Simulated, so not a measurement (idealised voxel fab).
The following is a process module called voxel tone inversion.
Xsec cut, 160 nm wide, square cell size 5 nm.
When this document writes out a cross-section, it uses a grid of square cells and lists it as bands, beginning at the top and moving down, with a band standing for one or more rows of cells. Band: top height; bottom height; in nm. Then, left to right: material with width in nm, for each material. "full width": a single material spanning edge to edge. "blank": empty space. The level at which height equals 0 is the one under which the wafer, as it arrives, is entirely one material. No lower edge exists for the bottom band, which continues downward and is notated as in "top 0, no bottom". Per-row width for "30->40": begins at first number (top row of band), ends at second number (bottom row), increment between rows held constant. "changes: none", as given for a step, is the statement that not any cell of the cross-section underwent a change during that step. Entry "Tabulated closed voids" = empty spaces >= 8 cells with no open way to the top; each as width x height at distance, distance from left edge, all nm. Heads up: the bit after the settings on a step's line is the simulator's remark on that step. The optional step-line setting "overlay nm" applies to steps with a mask and quantifies how far to the right of its planned location the mask lay, a negative value indicating leftward placement.
Planned process steps:
- 1: RECEIVE [material Si]
- 2: CONFORMAL_DEP [material SiCN] [thk nm 5]
- 3: DIRECTIONAL_DEP [material aC] [thk nm 15]
- 4: PATTERN [tone cover] [mask id POSTS] [material resist] [width nm 20] [pitch nm 35] [thk nm 25] [overlay nm 0]
- 5: DIRECTIONAL_ETCH [etch materials aC] [depth nm 15]
- 6: STRIP [etch materials resist]
- 7: FILL_DEP [material SiO2] [thk nm 10]
- 8: CMP [height nm 20]
- 9: STRIP [etch materials aC]
Run as planned: first of two wafers:
Cross-section of the wafer upon arrival, representing the state reached after step 1:
  top 0, no bottom: Si full width
  Tabulated closed voids: none
Cross-section through the wafer, step 2 finished:
  top 5, bottom 0: SiCN full width
  Under 0: no change, same as before.
Cross-section through the wafer, step 3 finished:
  top 20, bottom 5: aC full width
  Under 5: no change, same as before.
Cross-section through the wafer, step 4 finished:
  top 45, bottom 20: 15 blank / 20 resist / 15 blank / 20 resist / 15 blank / 20 resist / 15 blank / 20 resist / 20 blank
  Under 20: no change, same as before.
Cross-section through the wafer, step 5 finished:
  top 30, bottom 20: 15 blank / 20 resist / 15 blank / 20 resist / 15 blank / 20 resist / 15 blank / 20 resist / 20 blank
  top 20, bottom 5: 15 blank / 20 aC / 15 blank / 20 aC / 15 blank / 20 aC / 15 blank / 20 aC / 20 blank
  Under 5: no change, same as before.
Cross-section through the wafer, step 6 finished:
  top 20, bottom 5: 15 blank / 20 aC / 15 blank / 20 aC / 15 blank / 20 aC / 15 blank / 20 aC / 20 blank
  Under 5: no change, same as before.
Cross-section through the wafer, step 7 finished:
  top 30, bottom 20: SiO2 full width
  top 20, bottom 5: 15 SiO2 / 20 aC / 15 SiO2 / 20 aC / 15 SiO2 / 20 aC / 15 SiO2 / 20 aC / 20 SiO2
  Under 5: no change, same as before.
Cross-section through the wafer, step 8 finished:
  top 20, bottom 5: 15 SiO2 / 20 aC / 15 SiO2 / 20 aC / 15 SiO2 / 20 aC / 15 SiO2 / 20 aC / 20 SiO2
  Under 5: no change, same as before.
Cross-section through the wafer, step 9 finished:
  top 20, bottom 5: 15 SiO2 / 20 blank / 15 SiO2 / 20 blank / 15 SiO2 / 20 blank / 15 SiO2 / 20 blank / 20 SiO2
  Under 5: no change, same as before.
Wafer two. Identical start, identical plan. One mistake in execution. Identical history through step 3:
Cross-section of the second wafer when, according to plan, step 4 should have finished:
  top 45, bottom 20: 15 resist / 20 blank / 15 resist / 20 blank / 15 resist / 20 blank / 15 resist / 20 blank / 20 resist
  Under 20: no change, same as before.
Cross-section of the second wafer when, according to plan, step 5 should have finished:
  top 30, bottom 20: 15 resist / 20 blank / 15 resist / 20 blank / 15 resist / 20 blank / 15 resist / 20 blank / 20 resist
  top 20, bottom 5: 15 aC / 20 blank / 15 aC / 20 blank / 15 aC / 20 blank / 15 aC / 20 blank / 20 aC
  Under 5: no change, same as before.
Cross-section of the second wafer when, according to plan, step 6 should have finished:
  top 20, bottom 5: 15 aC / 20 blank / 15 aC / 20 blank / 15 aC / 20 blank / 15 aC / 20 blank / 20 aC
  Under 5: no change, same as before.
Cross-section of the second wafer when, according to plan, step 7 should have finished:
  top 30, bottom 20: SiO2 full width
  top 20, bottom 5: 15 aC / 20 SiO2 / 15 aC / 20 SiO2 / 15 aC / 20 SiO2 / 15 aC / 20 SiO2 / 20 aC
  Under 5: no change, same as before.
Cross-section of the second wafer when, according to plan, step 8 should have finished:
  top 20, bottom 5: 15 aC / 20 SiO2 / 15 aC / 20 SiO2 / 15 aC / 20 SiO2 / 15 aC / 20 SiO2 / 20 aC
  Under 5: no change, same as before.
Cross-section of the second wafer when, according to plan, step 9 should have finished:
  top 20, bottom 5: 15 blank / 20 SiO2 / 15 blank / 20 SiO2 / 15 blank / 20 SiO2 / 15 blank / 20 SiO2 / 20 blank
  Under 5: no change, same as before.
Short version of what went wrong: step 4: run off-plan, actual operation and settings PATTERN [tone open] [mask id POSTS] [material resist] [width nm 20] [pitch nm 35] [thk nm 25] [overlay nm 0]
Cell counts per material: same on both final wafers. Positions: different.
